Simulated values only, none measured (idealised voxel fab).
process module | voxel capacitor over wiring
cross-section cut | 270 nm wide | cells 5 nm
A cross-section is a grid of square cells, given in bands from the top down. A band is one or more rows of cells.
Each band's line starts with the height of the band's top and of its bottom, in nm. Then come its materials from left to right, each with its width in nm. One material with "throughout" fills the band from edge to edge. "air" is empty space.
Height 0 is the level under which the wafer as received is all one material. The lowest band goes on downwards, as in "0 down".
A width such as "30 to 40" changes by the same amount from each row of cells to the next, from the band's top row to its bottom row.
"no change" after a step means that no cell of the cross-section changed.
closed voids: empty space of 8 cells or more with no open way to the top, each as width x height at its distance from the left edge, in nm
after a step's settings: what the simulator itself notes on the step
overlay nm, on a step with a mask: how far to the right of its planned place the mask lay; to the left if negative
Each pair below shows a cross-section before one step and the cross-section after it, down to the lowest band that changed. The line under each pair gives the step between them, with its settings. The pairs can come from different runs of this module on the same starting wafer, so a pair continues from the pair above only where its "before" says so.
before
  0 down: Si throughout
  closed voids: none
after
  10 to 0: SiO2 throughout
  below 0: unchanged
  closed voids: none
the step between: op CONFORMAL_DEP | material SiO2 | thk nm 10
before: the cross-section after the pair above
after
  15 to 10: SiN throughout
  below 10: unchanged
  closed voids: none
the step between: op CONFORMAL_DEP | material SiN | thk nm 5
before: the cross-section after the pair above
after
  35 to 15: SiO2 throughout
  below 15: unchanged
  closed voids: none
the step between: op DIRECTIONAL_DEP | material SiO2 | thk nm 20
before: the cross-section after the pair above
after
  45 to 35: aC throughout
  below 35: unchanged
  closed voids: none
the step between: op DIRECTIONAL_DEP | material aC | thk nm 10
before: the cross-section after the pair above
after
  70 to 45: resist 80 | air 25 | resist 55 | air 25 | resist 85
  below 45: unchanged
  closed voids: none
the step between: op PATTERN | tone open | mask id METAL_1 | material resist | width nm 25 | pitch nm 80 | thk nm 25 | overlay nm 0
before: the cross-section after the pair above
after
  60 to 45: resist 80 | air 25 | resist 55 | air 25 | resist 85
  45 to 35: aC 80 | air 25 | aC 55 | air 25 | aC 85
  below 35: unchanged
  closed voids: none
the step between: op DIRECTIONAL_ETCH | etch materials aC | depth nm 10
before: the cross-section after the pair above
after
  45 to 35: aC 80 | air 25 | aC 55 | air 25 | aC 85
  below 35: unchanged
  closed voids: none
the step between: op STRIP | etch materials resist
before: the cross-section after the pair above
after
  45 to 35: aC 80 | air 25 | aC 55 | air 25 | aC 85
  35 to 15: SiO2 80 | air 25 | SiO2 55 | air 25 | SiO2 85
  below 15: unchanged
  closed voids: none
the step between: op DIRECTIONAL_ETCH | etch materials SiO2 | depth nm 20
before: the cross-section after the pair above
after
  45 to 35: aC 80 | air 25 | aC 55 | air 25 | aC 85
  35 to 15: SiO2 80 | air 25 | SiO2 55 | air 25 | SiO2 85
  15 to 10: SiN 80 | air 25 | SiN 55 | air 25 | SiN 85
  below 10: unchanged
  closed voids: none
the step between: op DIRECTIONAL_ETCH | etch materials SiN | depth nm 5
before: the cross-section after the pair above
after
  35 to 15: SiO2 80 | air 25 | SiO2 55 | air 25 | SiO2 85
  below 15: unchanged
  closed voids: none
the step between: op STRIP | etch materials aC
before: the cross-section after the pair above
after
  40 to 35: TiN 85 | air 15 | TiN 65 | air 15 | TiN 90
  35 to 15: SiO2 80 | TiN 5 | air 15 | TiN 5 | SiO2 55 | TiN 5 | air 15 | TiN 5 | SiO2 85
  15 to 10: SiN 80 | TiN 25 | SiN 55 | TiN 25 | SiN 85
  below 10: unchanged
  closed voids: none
the step between: op CONFORMAL_DEP | material TiN | thk nm 5
before: the cross-section after the pair above
after
  45 to 40: Ru throughout
  40 to 35: TiN 85 | Ru 15 | TiN 65 | Ru 15 | TiN 90
  35 to 15: SiO2 80 | TiN 5 | Ru 15 | TiN 5 | SiO2 55 | TiN 5 | Ru 15 | TiN 5 | SiO2 85
  below 15: unchanged
  closed voids: none
the step between: op FILL_DEP | material Ru | thk nm 5
before: the cross-section after the pair above
after
  35 to 15: SiO2 80 | TiN 5 | Ru 15 | TiN 5 | SiO2 55 | TiN 5 | Ru 15 | TiN 5 | SiO2 85
  below 15: unchanged
  closed voids: none
the step between: op CMP | height nm 35
before: the cross-section after the pair above
after
  40 to 35: SiCN throughout
  below 35: unchanged
  closed voids: none
the step between: op CONFORMAL_DEP | material SiCN | thk nm 5
before: the cross-section after the pair above
after
  50 to 40: lowk throughout
  below 40: unchanged
  closed voids: none
the step between: op DIRECTIONAL_DEP | material lowk | thk nm 10
before: the cross-section after the pair above
after
  70 to 50: resist 90 | air 15 | resist 165
  below 50: unchanged
  closed voids: none
the step between: op PATTERN | tone open | mask id PLUG_1 | material resist | width nm 15 | thk nm 20 | overlay nm 0
before: the cross-section after the pair above
after
  70 to 50: resist 90 | air 15 | resist 165
  50 to 40: lowk 90 | air 15 | lowk 165
  below 40: unchanged
  closed voids: none
the step between: op DIRECTIONAL_ETCH | etch materials lowk | depth nm 10
before: the cross-section after the pair above
after
  70 to 50: resist 90 | air 15 | resist 165
  50 to 40: lowk 90 | air 15 | lowk 165
  40 to 35: SiCN 90 | air 15 | SiCN 165
  below 35: unchanged
  closed voids: none
the step between: op DIRECTIONAL_ETCH | etch materials SiCN | depth nm 5
before: the cross-section after the pair above
after
  50 to 40: lowk 90 | air 15 | lowk 165
  below 40: unchanged
  closed voids: none
the step between: op STRIP | etch materials resist
before: the cross-section after the pair above
after
  55 to 50: TiN 95 | air 5 | TiN 170
  50 to 40: lowk 90 | TiN 5 | air 5 | TiN 5 | lowk 165
  40 to 35: SiCN 90 | TiN 15 | SiCN 165
  below 35: unchanged
  closed voids: none
the step between: op CONFORMAL_DEP | material TiN | thk nm 5
before: the cross-section after the pair above
after
  65 to 55: W throughout
  55 to 50: TiN 95 | W 5 | TiN 170
  50 to 40: lowk 90 | TiN 5 | W 5 | TiN 5 | lowk 165
  below 40: unchanged
  closed voids: none
the step between: op FILL_DEP | material W | thk nm 10
before: the cross-section after the pair above
after
  50 to 40: lowk 90 | TiN 5 | W 5 | TiN 5 | lowk 165
  below 40: unchanged
  closed voids: none
the step between: op CMP | height nm 50
before: the cross-section after the pair above
after
  55 to 50: TiN throughout
  below 50: unchanged
  closed voids: none
the step between: op DIRECTIONAL_DEP | material TiN | thk nm 5
before: the cross-section after the pair above
after
  60 to 55: Al2O3 throughout
  below 55: unchanged
  closed voids: none
the step between: op DIRECTIONAL_DEP | material Al2O3 | thk nm 5
before: the cross-section after the pair above
after
  65 to 60: TiN throughout
  below 60: unchanged
  closed voids: none
the step between: op DIRECTIONAL_DEP | material TiN | thk nm 5
before: the cross-section after the pair above
after
  80 to 65: aC throughout
  below 65: unchanged
  closed voids: none
the step between: op DIRECTIONAL_DEP | material aC | thk nm 15
before: the cross-section after the pair above
after
  115 to 80: air 90 | resist 60 | air 120
  below 80: unchanged
  closed voids: none
the step between: op PATTERN | tone cover | mask id UPPER_PLATE | material resist | width nm 60 | thk nm 35 | overlay nm 0
before: the cross-section after the pair above
after
  100 to 80: air 90 | resist 60 | air 120
  80 to 65: air 90 | aC 60 | air 120
  below 65: unchanged
  closed voids: none
the step between: op DIRECTIONAL_ETCH | etch materials aC | depth nm 15
before: the cross-section after the pair above
after
  80 to 65: air 90 | aC 60 | air 120
  below 65: unchanged
  closed voids: none
the step between: op STRIP | etch materials resist
before: the cross-section after the pair above
after
  80 to 65: air 90 | aC 60 | air 120
  65 to 60: air 90 | TiN 60 | air 120
  below 60: unchanged
  closed voids: none
the step between: op DIRECTIONAL_ETCH | etch materials TiN | depth nm 5
before: the cross-section after the pair above
after
  80 to 65: air 90 | aC 60 | air 120
  65 to 60: air 90 | TiN 60 | air 120
  60 to 55: air 90 | Al2O3 60 | air 120
  below 55: unchanged
  closed voids: none
the step between: op DIRECTIONAL_ETCH | etch materials Al2O3 | depth nm 5
before: the cross-section after the pair above
after
  65 to 60: air 90 | TiN 60 | air 120
  below 60: unchanged
  closed voids: none
the step between: op STRIP | etch materials aC
before: the cross-section after the pair above
after
  65 to 60: air 90 | TiN 60 | air 120
  60 to 55: air 90 | Al2O3 60 | air 120
  55 to 50: air 85 | TiN 70 | air 115
  below 50: unchanged
  closed voids: none
the step between: op MASKED_ETCH | tone cover | mask id LOWER_PLATE | width nm 70 | etch materials TiN | depth nm 5 | overlay nm 0
before: the cross-section after the pair above
after
  85 to 65: SiO2 throughout
  65 to 60: SiO2 90 | TiN 60 | SiO2 120
  60 to 55: SiO2 90 | Al2O3 60 | SiO2 120
  55 to 50: SiO2 85 | TiN 70 | SiO2 115
  below 50: unchanged
  closed voids: none
the step between: op FILL_DEP | material SiO2 | thk nm 20
before: the cross-section after the pair above
after
  80 to 65: SiO2 throughout
  below 65: unchanged
  closed voids: none
the step between: op CMP | height nm 80
before: the cross-section after the pair above
after
  95 to 80: aC throughout
  below 80: unchanged
  closed voids: none
the step between: op DIRECTIONAL_DEP | material aC | thk nm 15
before: the cross-section after the pair above
after
  130 to 95: resist 100 | air 15 | resist 155
  below 95: unchanged
  closed voids: none
the step between: op PATTERN | tone open | mask id PLUG_2 | material resist | width nm 15 | thk nm 35 | overlay nm 0
before: the cross-section after the pair above
after
  115 to 95: resist 100 | air 15 | resist 155
  95 to 80: aC 100 | air 15 | aC 155
  below 80: unchanged
  closed voids: none
the step between: op DIRECTIONAL_ETCH | etch materials aC | depth nm 15
before: the cross-section after the pair above
after
  95 to 80: aC 100 | air 15 | aC 155
  below 80: unchanged
  closed voids: none
the step between: op STRIP | etch materials resist
before: the cross-section after the pair above
after
  95 to 80: aC 100 | air 15 | aC 155
  80 to 65: SiO2 100 | air 15 | SiO2 155
  below 65: unchanged
  closed voids: none
the step between: op DIRECTIONAL_ETCH | etch materials SiO2 | depth nm 15
before: the cross-section after the pair above
after
  80 to 65: SiO2 100 | air 15 | SiO2 155
  below 65: unchanged
  closed voids: none
the step between: op STRIP | etch materials aC
before: the cross-section after the pair above
after
  85 to 80: TiN 105 | air 5 | TiN 160
  80 to 70: SiO2 100 | TiN 5 | air 5 | TiN 5 | SiO2 155
  70 to 60: SiO2 100 to 90 | TiN 15 to 60 | SiO2 155 to 120
  below 60: unchanged
  closed voids: none
the step between: op CONFORMAL_DEP | material TiN | thk nm 5
before: the cross-section after the pair above
after
  90 to 85: Ru throughout
  85 to 80: TiN 105 | Ru 5 | TiN 160
  80 to 70: SiO2 100 | TiN 5 | Ru 5 | TiN 5 | SiO2 155
  below 70: unchanged
  closed voids: none
the step between: op FILL_DEP | material Ru | thk nm 5
before: the cross-section after the pair above
after
  80 to 70: SiO2 100 | TiN 5 | Ru 5 | TiN 5 | SiO2 155
  below 70: unchanged
  closed voids: none
the step between: op CMP | height nm 80
before: the cross-section after the pair above
after
  85 to 80: SiN throughout
  below 80: unchanged
  closed voids: none
the step between: op CONFORMAL_DEP | material SiN | thk nm 5
before
  55 to 50: TiN throughout
  50 to 40: lowk 90 | TiN 5 | W 5 | TiN 5 | lowk 165
  40 to 35: SiCN 90 | TiN 15 | SiCN 165
  35 to 15: SiO2 80 | TiN 5 | Ru 15 | TiN 5 | SiO2 55 | TiN 5 | Ru 15 | TiN 5 | SiO2 85
  15 to 10: SiN 80 | TiN 25 | SiN 55 | TiN 25 | SiN 85
  10 to 0: SiO2 throughout
  0 down: Si throughout
  closed voids: none
after
  60 to 50: TiN throughout
  below 50: unchanged
  closed voids: none
the step between: op DIRECTIONAL_DEP | material TiN | thk nm 5
before: the cross-section after the pair above
after
  75 to 60: aC throughout
  below 60: unchanged
  closed voids: none
the step between: op DIRECTIONAL_DEP | material aC | thk nm 15
before: the cross-section after the pair above
after
  110 to 75: air 90 | resist 60 | air 120
  below 75: unchanged
  closed voids: none
the step between: op PATTERN | tone cover | mask id UPPER_PLATE | material resist | width nm 60 | thk nm 35 | overlay nm 0
before: the cross-section after the pair above
after
  95 to 75: air 90 | resist 60 | air 120
  75 to 60: air 90 | aC 60 | air 120
  below 60: unchanged
  closed voids: none
the step between: op DIRECTIONAL_ETCH | etch materials aC | depth nm 15
before: the cross-section after the pair above
after
  75 to 60: air 90 | aC 60 | air 120
  below 60: unchanged
  closed voids: none
the step between: op STRIP | etch materials resist
before: the cross-section after the pair above
after
  75 to 60: air 90 | aC 60 | air 120
  60 to 55: air 90 | TiN 60 | air 120
  below 55: unchanged
  closed voids: none
the step between: op DIRECTIONAL_ETCH | etch materials TiN | depth nm 5
before: the cross-section after the pair above
after
  60 to 55: air 90 | TiN 60 | air 120
  below 55: unchanged
  closed voids: none
the step between: op STRIP | etch materials aC
before: the cross-section after the pair above
after
  60 to 50: air 90 to 85 | TiN 60 to 70 | air 120 to 115
  below 50: unchanged
  closed voids: none
the step between: op MASKED_ETCH | tone cover | mask id LOWER_PLATE | width nm 70 | etch materials TiN | depth nm 5 | overlay nm 0
before: the cross-section after the pair above
after
  80 to 60: SiO2 throughout
  60 to 50: SiO2 90 to 85 | TiN 60 to 70 | SiO2 120 to 115
  below 50: unchanged
  closed voids: none
the step between: op FILL_DEP | material SiO2 | thk nm 20
before: the cross-section after the pair above
after
  95 to 80: aC throughout
  below 80: unchanged
  closed voids: none
the step between: op DIRECTIONAL_DEP | material aC | thk nm 15
before: the cross-section after the pair above
after
  130 to 95: resist 100 | air 15 | resist 155
  below 95: unchanged
  closed voids: none
the step between: op PATTERN | tone open | mask id PLUG_2 | material resist | width nm 15 | thk nm 35 | overlay nm 0
before: the cross-section after the pair above
after
  115 to 95: resist 100 | air 15 | resist 155
  95 to 80: aC 100 | air 15 | aC 155
  below 80: unchanged
  closed voids: none
the step between: op DIRECTIONAL_ETCH | etch materials aC | depth nm 15
before: the cross-section after the pair above
after
  95 to 80: aC 100 | air 15 | aC 155
  below 80: unchanged
  closed voids: none
the step between: op STRIP | etch materials resist
before: the cross-section after the pair above
after
  95 to 80: aC 100 | air 15 | aC 155
  80 to 65: SiO2 100 | air 15 | SiO2 155
  below 65: unchanged
  closed voids: none
the step between: op DIRECTIONAL_ETCH | etch materials SiO2 | depth nm 15
before: the cross-section after the pair above
after
  80 to 65: SiO2 100 | air 15 | SiO2 155
  below 65: unchanged
  closed voids: none
the step between: op STRIP | etch materials aC
before: the cross-section after the pair above
after
  85 to 80: TiN 105 | air 5 | TiN 160
  80 to 70: SiO2 100 | TiN 5 | air 5 | TiN 5 | SiO2 155
  70 to 65: SiO2 100 | TiN 15 | SiO2 155
  below 65: unchanged
  closed voids: none
the step between: op CONFORMAL_DEP | material TiN | thk nm 5
before: the cross-section after the pair above
after
  90 to 85: Ru throughout
  85 to 80: TiN 105 | Ru 5 | TiN 160
  80 to 70: SiO2 100 | TiN 5 | Ru 5 | TiN 5 | SiO2 155
  below 70: unchanged
  closed voids: none
the step between: op FILL_DEP | material Ru | thk nm 5
before: the cross-section after the pair above
after
  80 to 70: SiO2 100 | TiN 5 | Ru 5 | TiN 5 | SiO2 155
  below 70: unchanged
  closed voids: none
the step between: op CMP | height nm 80
before: the cross-section after the pair above
after
  85 to 80: SiN throughout
  below 80: unchanged
  closed voids: none
the step between: op CONFORMAL_DEP | material SiN | thk nm 5
before
  0 down: Si throughout
  closed voids: none
after
  5 to 0: SiN throughout
  below 0: unchanged
  closed voids: none
the step between: op CONFORMAL_DEP | material SiN | thk nm 5
before: the cross-section after the pair above
after
  15 to 5: SiO2 throughout
  below 5: unchanged
  closed voids: none
the step between: op CONFORMAL_DEP | material SiO2 | thk nm 10
before: the cross-section after the pair above
after
  35 to 5: SiO2 throughout
  below 5: unchanged
  closed voids: none
the step between: op DIRECTIONAL_DEP | material SiO2 | thk nm 20
before: the cross-section after the pair above
after
  45 to 35: aC throughout
  below 35: unchanged
  closed voids: none
the step between: op DIRECTIONAL_DEP | material aC | thk nm 10
before: the cross-section after the pair above
after
  70 to 45: resist 80 | air 25 | resist 55 | air 25 | resist 85
  below 45: unchanged
  closed voids: none
the step between: op PATTERN | tone open | mask id METAL_1 | material resist | width nm 25 | pitch nm 80 | thk nm 25 | overlay nm 0
before: the cross-section after the pair above
after
  60 to 45: resist 80 | air 25 | resist 55 | air 25 | resist 85
  45 to 35: aC 80 | air 25 | aC 55 | air 25 | aC 85
  below 35: unchanged
  closed voids: none
the step between: op DIRECTIONAL_ETCH | etch materials aC | depth nm 10
before: the cross-section after the pair above
after
  45 to 35: aC 80 | air 25 | aC 55 | air 25 | aC 85
  below 35: unchanged
  closed voids: none
the step between: op STRIP | etch materials resist
before: the cross-section after the pair above
after
  45 to 35: aC 80 | air 25 | aC 55 | air 25 | aC 85
  35 to 15: SiO2 80 | air 25 | SiO2 55 | air 25 | SiO2 85
  below 15: unchanged
  closed voids: none
the step between: op DIRECTIONAL_ETCH | etch materials SiO2 | depth nm 20
before: the cross-section after the pair above
after
  35 to 15: SiO2 80 | air 25 | SiO2 55 | air 25 | SiO2 85
  below 15: unchanged
  closed voids: none
the step between: op STRIP | etch materials aC
before: the cross-section after the pair above
after
  40 to 35: TiN 85 | air 15 | TiN 65 | air 15 | TiN 90
  35 to 20: SiO2 80 | TiN 5 | air 15 | TiN 5 | SiO2 55 | TiN 5 | air 15 | TiN 5 | SiO2 85
  20 to 15: SiO2 80 | TiN 25 | SiO2 55 | TiN 25 | SiO2 85
  below 15: unchanged
  closed voids: none
the step between: op CONFORMAL_DEP | material TiN | thk nm 5
before: the cross-section after the pair above
after
  45 to 40: Ru throughout
  40 to 35: TiN 85 | Ru 15 | TiN 65 | Ru 15 | TiN 90
  35 to 20: SiO2 80 | TiN 5 | Ru 15 | TiN 5 | SiO2 55 | TiN 5 | Ru 15 | TiN 5 | SiO2 85
  below 20: unchanged
  closed voids: none
the step between: op FILL_DEP | material Ru | thk nm 5
before: the cross-section after the pair above
after
  35 to 20: SiO2 80 | TiN 5 | Ru 15 | TiN 5 | SiO2 55 | TiN 5 | Ru 15 | TiN 5 | SiO2 85
  below 20: unchanged
  closed voids: none
the step between: op CMP | height nm 35
before: the cross-section after the pair above
after
  40 to 35: SiCN throughout
  below 35: unchanged
  closed voids: none
the step between: op CONFORMAL_DEP | material SiCN | thk nm 5
before: the cross-section after the pair above
after
  50 to 40: lowk throughout
  below 40: unchanged
  closed voids: none
the step between: op DIRECTIONAL_DEP | material lowk | thk nm 10
before: the cross-section after the pair above
after
  70 to 50: resist 90 | air 15 | resist 165
  below 50: unchanged
  closed voids: none
the step between: op PATTERN | tone open | mask id PLUG_1 | material resist | width nm 15 | thk nm 20 | overlay nm 0
before: the cross-section after the pair above
after
  70 to 50: resist 90 | air 15 | resist 165
  50 to 40: lowk 90 | air 15 | lowk 165
  below 40: unchanged
  closed voids: none
the step between: op DIRECTIONAL_ETCH | etch materials lowk | depth nm 10
before: the cross-section after the pair above
after
  70 to 50: resist 90 | air 15 | resist 165
  50 to 40: lowk 90 | air 15 | lowk 165
  40 to 35: SiCN 90 | air 15 | SiCN 165
  below 35: unchanged
  closed voids: none
the step between: op DIRECTIONAL_ETCH | etch materials SiCN | depth nm 5
before: the cross-section after the pair above
after
  50 to 40: lowk 90 | air 15 | lowk 165
  below 40: unchanged
  closed voids: none
the step between: op STRIP | etch materials resist
before: the cross-section after the pair above
after
  55 to 50: TiN 95 | air 5 | TiN 170
  50 to 40: lowk 90 | TiN 5 | air 5 | TiN 5 | lowk 165
  40 to 35: SiCN 90 | TiN 15 | SiCN 165
  below 35: unchanged
  closed voids: none
the step between: op CONFORMAL_DEP | material TiN | thk nm 5
before: the cross-section after the pair above
after
  65 to 55: W throughout
  55 to 50: TiN 95 | W 5 | TiN 170
  50 to 40: lowk 90 | TiN 5 | W 5 | TiN 5 | lowk 165
  below 40: unchanged
  closed voids: none
the step between: op FILL_DEP | material W | thk nm 10
before: the cross-section after the pair above
after
  50 to 40: lowk 90 | TiN 5 | W 5 | TiN 5 | lowk 165
  below 40: unchanged
  closed voids: none
the step between: op CMP | height nm 50
before: the cross-section after the pair above
after
  55 to 50: TiN throughout
  below 50: unchanged
  closed voids: none
the step between: op DIRECTIONAL_DEP | material TiN | thk nm 5
before: the cross-section after the pair above
after
  60 to 55: Al2O3 throughout
  below 55: unchanged
  closed voids: none
the step between: op DIRECTIONAL_DEP | material Al2O3 | thk nm 5
before: the cross-section after the pair above
after
  65 to 60: TiN throughout
  below 60: unchanged
  closed voids: none
the step between: op DIRECTIONAL_DEP | material TiN | thk nm 5
before: the cross-section after the pair above
after
  80 to 65: aC throughout
  below 65: unchanged
  closed voids: none
the step between: op DIRECTIONAL_DEP | material aC | thk nm 15
before: the cross-section after the pair above
after
  115 to 80: air 90 | resist 60 | air 120
  below 80: unchanged
  closed voids: none
the step between: op PATTERN | tone cover | mask id UPPER_PLATE | material resist | width nm 60 | thk nm 35 | overlay nm 0
before: the cross-section after the pair above
after
  100 to 80: air 90 | resist 60 | air 120
  80 to 65: air 90 | aC 60 | air 120
  below 65: unchanged
  closed voids: none
the step between: op DIRECTIONAL_ETCH | etch materials aC | depth nm 15
before: the cross-section after the pair above
after
  80 to 65: air 90 | aC 60 | air 120
  below 65: unchanged
  closed voids: none
the step between: op STRIP | etch materials resist
before: the cross-section after the pair above
after
  80 to 65: air 90 | aC 60 | air 120
  65 to 60: air 90 | TiN 60 | air 120
  below 60: unchanged
  closed voids: none
the step between: op DIRECTIONAL_ETCH | etch materials TiN | depth nm 5
before: the cross-section after the pair above
after
  80 to 65: air 90 | aC 60 | air 120
  65 to 60: air 90 | TiN 60 | air 120
  60 to 55: air 90 | Al2O3 60 | air 120
  below 55: unchanged
  closed voids: none
the step between: op DIRECTIONAL_ETCH | etch materials Al2O3 | depth nm 5
before: the cross-section after the pair above
after
  65 to 60: air 90 | TiN 60 | air 120
  below 60: unchanged
  closed voids: none
the step between: op STRIP | etch materials aC
before: the cross-section after the pair above
after
  65 to 60: air 90 | TiN 60 | air 120
  60 to 55: air 90 | Al2O3 60 | air 120
  55 to 50: air 85 | TiN 70 | air 115
  below 50: unchanged
  closed voids: none
the step between: op MASKED_ETCH | tone cover | mask id LOWER_PLATE | width nm 70 | etch materials TiN | depth nm 5 | overlay nm 0
before: the cross-section after the pair above
after
  85 to 65: SiO2 throughout
  65 to 60: SiO2 90 | TiN 60 | SiO2 120
  60 to 55: SiO2 90 | Al2O3 60 | SiO2 120
  55 to 50: SiO2 85 | TiN 70 | SiO2 115
  below 50: unchanged
  closed voids: none
the step between: op FILL_DEP | material SiO2 | thk nm 20
before: the cross-section after the pair above
after
  80 to 65: SiO2 throughout
  below 65: unchanged
  closed voids: none
the step between: op CMP | height nm 80
before: the cross-section after the pair above
after
  95 to 80: aC throughout
  below 80: unchanged
  closed voids: none
the step between: op DIRECTIONAL_DEP | material aC | thk nm 15
before: the cross-section after the pair above
after
  130 to 95: resist 100 | air 15 | resist 155
  below 95: unchanged
  closed voids: none
the step between: op PATTERN | tone open | mask id PLUG_2 | material resist | width nm 15 | thk nm 35 | overlay nm 0
before: the cross-section after the pair above
after
  115 to 95: resist 100 | air 15 | resist 155
  95 to 80: aC 100 | air 15 | aC 155
  below 80: unchanged
  closed voids: none
the step between: op DIRECTIONAL_ETCH | etch materials aC | depth nm 15
before: the cross-section after the pair above
after
  95 to 80: aC 100 | air 15 | aC 155
  below 80: unchanged
  closed voids: none
the step between: op STRIP | etch materials resist
before: the cross-section after the pair above
after
  95 to 80: aC 100 | air 15 | aC 155
  80 to 65: SiO2 100 | air 15 | SiO2 155
  below 65: unchanged
  closed voids: none
the step between: op DIRECTIONAL_ETCH | etch materials SiO2 | depth nm 15
before: the cross-section after the pair above
after
  80 to 65: SiO2 100 | air 15 | SiO2 155
  below 65: unchanged
  closed voids: none
the step between: op STRIP | etch materials aC
before: the cross-section after the pair above
after
  85 to 80: TiN 105 | air 5 | TiN 160
  80 to 70: SiO2 100 | TiN 5 | air 5 | TiN 5 | SiO2 155
  70 to 60: SiO2 100 to 90 | TiN 15 to 60 | SiO2 155 to 120
  below 60: unchanged
  closed voids: none
the step between: op CONFORMAL_DEP | material TiN | thk nm 5
before: the cross-section after the pair above
after
  90 to 85: Ru throughout
  85 to 80: TiN 105 | Ru 5 | TiN 160
  80 to 70: SiO2 100 | TiN 5 | Ru 5 | TiN 5 | SiO2 155
  below 70: unchanged
  closed voids: none
the step between: op FILL_DEP | material Ru | thk nm 5
before: the cross-section after the pair above
after
  80 to 70: SiO2 100 | TiN 5 | Ru 5 | TiN 5 | SiO2 155
  below 70: unchanged
  closed voids: none
the step between: op CMP | height nm 80
before: the cross-section after the pair above
after
  85 to 80: SiN throughout
  below 80: unchanged
  closed voids: none
the step between: op CONFORMAL_DEP | material SiN | thk nm 5
before
  55 to 50: TiN throughout
  50 to 40: lowk 90 | TiN 5 | W 5 | TiN 5 | lowk 165
  40 to 35: SiCN 90 | TiN 15 | SiCN 165
  35 to 15: SiO2 80 | TiN 5 | Ru 15 | TiN 5 | SiO2 55 | TiN 5 | Ru 15 | TiN 5 | SiO2 85
  15 to 10: SiN 80 | TiN 25 | SiN 55 | TiN 25 | SiN 85
  10 to 0: SiO2 throughout
  0 down: Si throughout
  closed voids: none
after
  70 to 55: Al2O3 throughout
  below 55: unchanged
  closed voids: none
the step between: op DIRECTIONAL_DEP | material Al2O3 | thk nm 15
before: the cross-section after the pair above
after
  75 to 70: TiN throughout
  below 70: unchanged
  closed voids: none
the step between: op DIRECTIONAL_DEP | material TiN | thk nm 5
before: the cross-section after the pair above
after
  90 to 75: aC throughout
  below 75: unchanged
  closed voids: none
the step between: op DIRECTIONAL_DEP | material aC | thk nm 15
before: the cross-section after the pair above
after
  125 to 90: air 90 | resist 60 | air 120
  below 90: unchanged
  closed voids: none
the step between: op PATTERN | tone cover | mask id UPPER_PLATE | material resist | width nm 60 | thk nm 35 | overlay nm 0
before: the cross-section after the pair above
after
  110 to 90: air 90 | resist 60 | air 120
  90 to 75: air 90 | aC 60 | air 120
  below 75: unchanged
  closed voids: none
the step between: op DIRECTIONAL_ETCH | etch materials aC | depth nm 15
before: the cross-section after the pair above
after
  90 to 75: air 90 | aC 60 | air 120
  below 75: unchanged
  closed voids: none
the step between: op STRIP | etch materials resist
before: the cross-section after the pair above
after
  90 to 75: air 90 | aC 60 | air 120
  75 to 70: air 90 | TiN 60 | air 120
  below 70: unchanged
  closed voids: none
the step between: op DIRECTIONAL_ETCH | etch materials TiN | depth nm 5
before: the cross-section after the pair above
after
  90 to 75: air 90 | aC 60 | air 120
  75 to 70: air 90 | TiN 60 | air 120
  70 to 65: air 90 | Al2O3 60 | air 120
  below 65: unchanged
  closed voids: none
the step between: op DIRECTIONAL_ETCH | etch materials Al2O3 | depth nm 5
before: the cross-section after the pair above
after
  75 to 70: air 90 | TiN 60 | air 120
  below 70: unchanged
  closed voids: none
the step between: op STRIP | etch materials aC
before: the cross-section after the pair above
after
  95 to 75: SiO2 throughout
  75 to 70: SiO2 90 | TiN 60 | SiO2 120
  70 to 65: SiO2 90 | Al2O3 60 | SiO2 120
  below 65: unchanged
  closed voids: none
the step between: op FILL_DEP | material SiO2 | thk nm 20
before: the cross-section after the pair above
after
  80 to 75: SiO2 throughout
  below 75: unchanged
  closed voids: none
the step between: op CMP | height nm 80
before: the cross-section after the pair above
after
  95 to 80: aC throughout
  below 80: unchanged
  closed voids: none
the step between: op DIRECTIONAL_DEP | material aC | thk nm 15
before: the cross-section after the pair above
after
  130 to 95: resist 100 | air 15 | resist 155
  below 95: unchanged
  closed voids: none
the step between: op PATTERN | tone open | mask id PLUG_2 | material resist | width nm 15 | thk nm 35 | overlay nm 0
before: the cross-section after the pair above
after
  115 to 95: resist 100 | air 15 | resist 155
  95 to 80: aC 100 | air 15 | aC 155
  below 80: unchanged
  closed voids: none
the step between: op DIRECTIONAL_ETCH | etch materials aC | depth nm 15
before: the cross-section after the pair above
after
  95 to 80: aC 100 | air 15 | aC 155
  below 80: unchanged
  closed voids: none
the step between: op STRIP | etch materials resist
before: the cross-section after the pair above
after
  95 to 80: aC 100 | air 15 | aC 155
  80 to 75: SiO2 100 | air 15 | SiO2 155
  below 75: unchanged
  closed voids: none
the step between: op DIRECTIONAL_ETCH | etch materials SiO2 | depth nm 15
before: the cross-section after the pair above
after
  80 to 75: SiO2 100 | air 15 | SiO2 155
  below 75: unchanged
  closed voids: none
the step between: op STRIP | etch materials aC
before: the cross-section after the pair above
after
  85 to 80: TiN 105 | air 5 | TiN 160
  80 to 70: SiO2 100 to 90 | TiN 15 to 60 | SiO2 155 to 120
  below 70: unchanged
  closed voids: none
the step between: op CONFORMAL_DEP | material TiN | thk nm 5
before: the cross-section after the pair above
after
  90 to 85: Ru throughout
  85 to 80: TiN 105 | Ru 5 | TiN 160
  below 80: unchanged
  closed voids: none
the step between: op FILL_DEP | material Ru | thk nm 5
before: the cross-section after the pair above
after
  80 to 70: SiO2 100 to 90 | TiN 15 to 60 | SiO2 155 to 120
  below 70: unchanged
  closed voids: none
the step between: op CMP | height nm 80
before: the cross-section after the pair above
after
  85 to 80: SiN throughout
  below 80: unchanged
  closed voids: none
the step between: op CONFORMAL_DEP | material SiN | thk nm 5
before
  80 to 65: aC throughout
  65 to 60: TiN throughout
  60 to 55: Al2O3 throughout
  55 to 50: TiN throughout
  50 to 40: lowk 90 | TiN 5 | W 5 | TiN 5 | lowk 165
  40 to 35: SiCN 90 | TiN 15 | SiCN 165
  35 to 15: SiO2 80 | TiN 5 | Ru 15 | TiN 5 | SiO2 55 | TiN 5 | Ru 15 | TiN 5 | SiO2 85
  15 to 10: SiN 80 | TiN 25 | SiN 55 | TiN 25 | SiN 85
  10 to 0: SiO2 throughout
  0 down: Si throughout
  closed voids: none
after
  115 to 80: air 85 | resist 70 | air 115
  below 80: unchanged
  closed voids: none
the step between: op PATTERN | tone cover | mask id UPPER_PLATE | material resist | width nm 70 | thk nm 35 | overlay nm 0
before: the cross-section after the pair above
after
  100 to 80: air 85 | resist 70 | air 115
  80 to 65: air 85 | aC 70 | air 115
  below 65: unchanged
  closed voids: none
the step between: op DIRECTIONAL_ETCH | etch materials aC | depth nm 15
before: the cross-section after the pair above
after
  80 to 65: air 85 | aC 70 | air 115
  below 65: unchanged
  closed voids: none
the step between: op STRIP | etch materials resist
before: the cross-section after the pair above
after
  80 to 65: air 85 | aC 70 | air 115
  65 to 60: air 85 | TiN 70 | air 115
  below 60: unchanged
  closed voids: none
the step between: op DIRECTIONAL_ETCH | etch materials TiN | depth nm 5
